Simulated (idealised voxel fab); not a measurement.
A process module follows: voxel capacitor over wiring.
In the cross-section labelled cut, the width is 260 nm and each square cell is 5 nm.
Heads up, the way a cross-section reads in here is a grid of square cells, handed over as bands from the top down, with every band being one or more rows of cells. In this notation a band is specified by the heights of its top and bottom, in that order and in nm, after which its materials appear from left to right, each paired with its width in nm. The word "edge to edge" attached to a single material means that material fills the band from edge to edge; the word "empty" stands for empty space. Heights are reckoned from 0. Under this level, the received wafer is all of one material. The bottommost band is open-ended downward, for example "0 nm and below". Quick explanation for "30..40": the width changes in equal steps down the rows of cells, from the first number in the band's top row to the second number in its bottom row. Any step labelled "same as before" changed none of the cells in the cross-section. Enclosed voids (no open way to top), threshold 8 cells or more, entry "Sealed void inventory", notation width x height at distance, distance from left edge, nm. Where a step's line continues beyond its settings, the continuation is a remark by the simulator itself on that step. Among the settings permitted on a step's line is "overlay nm"; applied to a step with a mask, it specifies the extent to which the mask lay to the right of its planned position, whereas a negative figure signifies a position to the left.
Planned process steps:
| 1 | RECEIVE, material Si |
| 2 | CONFORMAL_DEP, material SiO2, thk nm 10 |
| 3 | CONFORMAL_DEP, material SiN, thk nm 5 |
| 4 | DIRECTIONAL_DEP, material lowk, thk nm 25 |
| 5 | DIRECTIONAL_DEP, material aC, thk nm 15 |
| 6 | PATTERN, tone open, mask id METAL_1, material resist, width nm 20, pitch nm 80, thk nm 30, overlay nm 0 |
| 7 | DIRECTIONAL_ETCH, etch materials aC, depth nm 15 |
| 8 | STRIP, etch materials resist |
| 9 | DIRECTIONAL_ETCH, etch materials lowk, depth nm 15 |
| 10 | DIRECTIONAL_ETCH, etch materials SiN, depth nm 5 |
| 11 | STRIP, etch materials aC |
| 12 | CONFORMAL_DEP, material TiN, thk nm 5 |
| 13 | FILL_DEP, material Cu, thk nm 5 |
| 14 | CMP, height nm 40 |
| 15 | CONFORMAL_DEP, material SiCN, thk nm 5 |
| 16 | DIRECTIONAL_DEP, material SiO2, thk nm 20 |
| 17 | PATTERN, tone open, mask id PLUG_1, material resist, width nm 15, thk nm 20, overlay nm 0 |
| 18 | DIRECTIONAL_ETCH, etch materials SiO2, depth nm 20 |
| 19 | DIRECTIONAL_ETCH, etch materials SiCN, depth nm 5 |
| 20 | STRIP, etch materials resist |
| 21 | EPI, material Ru, thk nm 10 |
| 22 | EPI, material Ru, thk nm 10 |
| 23 | EPI, material Ru, thk nm 5 |
| 24 | DIRECTIONAL_DEP, material TiN, thk nm 5 |
| 25 | DIRECTIONAL_DEP, material Al2O3, thk nm 5 |
| 26 | DIRECTIONAL_DEP, material TiN, thk nm 5 |
| 27 | PATTERN, tone cover, mask id UPPER_PLATE, material resist, width nm 65, thk nm 20, overlay nm 0 |
| 28 | DIRECTIONAL_ETCH, etch materials TiN, depth nm 5 |
| 29 | DIRECTIONAL_ETCH, etch materials Al2O3, depth nm 5 |
| 30 | STRIP, etch materials resist |
| 31 | DIRECTIONAL_DEP, material aC, thk nm 10 |
| 32 | PATTERN, tone cover, mask id LOWER_PLATE, material resist, width nm 75, thk nm 25, overlay nm 0 |
| 33 | DIRECTIONAL_ETCH, etch materials aC, depth nm 10 |
| 34 | STRIP, etch materials resist |
| 35 | DIRECTIONAL_ETCH, etch materials TiN, depth nm 5 |
| 36 | STRIP, etch materials aC |
| 37 | FILL_DEP, material SiO2, thk nm 20 |
| 38 | CMP, height nm 95 |
| 39 | DIRECTIONAL_DEP, material aC, thk nm 15 |
| 40 | PATTERN, tone open, mask id PLUG_2, material resist, width nm 15, thk nm 30, overlay nm 0 |
| 41 | DIRECTIONAL_ETCH, etch materials aC, depth nm 15 |
| 42 | STRIP, etch materials resist |
| 43 | DIRECTIONAL_ETCH, etch materials SiO2, depth nm 15 |
| 44 | STRIP, etch materials aC |
| 45 | CONFORMAL_DEP, material TiN, thk nm 5 |
| 46 | FILL_DEP, material Cu, thk nm 10 |
| 47 | CMP, height nm 95 |
| 48 | CONFORMAL_DEP, material SiN, thk nm 5 |
Wafers differ in depth nm at step 9; plan lists the first wafer's value; identical starting state.
So this is the first of several wafers, cross-sectioned as it came to us, meaning it's at the end of step 1:
  0 nm and below: Si edge to edge
  Sealed void inventory: none
Here is how to read the rows: every wafer has a row, and it shows the wafer at the end of the module, giving for each material how many cells were gained (+) or lost (-) since the wafer was received, then listing its closed voids:
depth nm 15, +13 Al2O3, +10 Cu, +15 Ru, +49 SiCN, +104 SiN, +562 SiO2, +51 TiN, +236 lowk, Sealed void inventory: none
depth nm 20, +13 Al2O3, +14 Cu, +15 Ru, +49 SiCN, +104 SiN, +562 SiO2, +55 TiN, +228 lowk, Sealed void inventory: none
depth nm 25, +13 Al2O3, +22 Cu, +15 Ru, +49 SiCN, +96 SiN, +562 SiO2, +63 TiN, +220 lowk, Sealed void inventory: none
depth nm 30, +13 Al2O3, +22 Cu, +15 Ru, +49 SiCN, +96 SiN, +562 SiO2, +63 TiN, +220 lowk, Sealed void inventory: none
depth nm 35, +13 Al2O3, +22 Cu, +15 Ru, +49 SiCN, +96 SiN, +562 SiO2, +63 TiN, +220 lowk, Sealed void inventory: none
depth nm 40, +13 Al2O3, +22 Cu, +15 Ru, +49 SiCN, +96 SiN, +562 SiO2, +63 TiN, +220 lowk, Sealed void inventory: none
